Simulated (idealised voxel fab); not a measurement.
The following process module bears the name voxel ribs on slabs.
The cross-section shown here is cut; it is 160 nm wide and divided into square cells measuring 5 nm on a side.
We lay out every cross-section as a grid of square cells and spell it out in bands from the top down, where one band means one or more rows of cells.
A band entry consists of two parts. The first gives the height of the band's top and the height of its bottom, in nm. The rest lists the band's materials from left to right, each with its width in nm. A single material labelled with the word "full width" fills the band from edge to edge, and the word "empty" marks empty space.
Heights are expressed relative to 0, this being the level below which the as-received wafer comprises one material exclusively. The lowest band is unbounded in the downward direction and is denoted as in "0..down".
When a width is written as two numbers, as in "30 to 40", the first number is the width in the top row of cells of the band and the second is the width in its bottom row, and the width changes by the same amount from each row to the next.
The cross-section has no changed cell in any step marked "nothing got changed".
Sealed void listing: empty space of 8 cells or more with no open way to the top, each as width x height at its distance from the left edge, in nm
Step line, after settings: the simulator's comment on this step.
The optional step-line setting "overlay nm" applies to steps with a mask and quantifies how far to the right of its planned location the mask lay, a negative value indicating leftward placement.

Listed below are the process steps as planned
step 1: RECEIVE, material Si
step 2: DIRECTIONAL_DEP, material SiO2, thk nm 20
step 3: DIRECTIONAL_DEP, material polySi, thk nm 15
step 4: PATTERN, tone cover, mask id RIB, material resist, width nm 20, thk nm 15, overlay nm 0
step 5: DIRECTIONAL_ETCH, etch materials polySi, depth nm 5
step 6: STRIP, etch materials resist
step 7: PATTERN, tone cover, mask id SLAB, material resist, width nm 60, thk nm 20, overlay nm 0
step 8: DIRECTIONAL_ETCH, etch materials polySi, depth nm 10
step 9: STRIP, etch materials resist
step 10: FILL_DEP, material SiO2, thk nm 25
step 11: CMP, height nm 50
step 12: DIRECTIONAL_DEP, material TiN, thk nm 5
step 13: PATTERN, tone cover, mask id HEATER, material resist, width nm 30, thk nm 15, overlay nm 0
step 14: DIRECTIONAL_ETCH, etch materials TiN, depth nm 5
step 15: STRIP, etch materials resist
step 16: CONFORMAL_DEP, material SiO2, thk nm 10

Delivered wafer in cross-section: state after step 1
  0..down  Si full width
  Sealed void listing: none

Wafer cross-section at module end: first of two, run to plan
  65..60  empty 55  SiO2 50  empty 55
  60..55  SiO2 full width
  55..50  SiO2 65  TiN 30  SiO2 65
  50..35  SiO2 full width
  35..30  SiO2 70  polySi 20  SiO2 70
  30..20  SiO2 50  polySi 60  SiO2 50
  20..0  SiO2 full width
  0..down  Si full width
  Sealed void listing: none

End-of-module cross-section of the second wafer: identical starting point and process plan to the first, with one processing mistake
  65..60  empty 55  SiO2 50  empty 55
  60..55  SiO2 full width
  55..50  SiO2 65  TiN 30  SiO2 65
  50..35  SiO2 full width
  35..30  SiO2 75  polySi 15  SiO2 70
  30..20  SiO2 50  polySi 60  SiO2 50
  20..0  SiO2 full width
  0..down  Si full width
  Sealed void listing: none
What went wrong in running the wafer? planned and actual differ for step 4; actual: PATTERN, tone cover, mask id RIB, material resist, width nm 15, thk nm 15, overlay nm 0
FYI, end of process, the second wafer has more or fewer cells of some materials than the first: +1 SiO2, -1 polySi
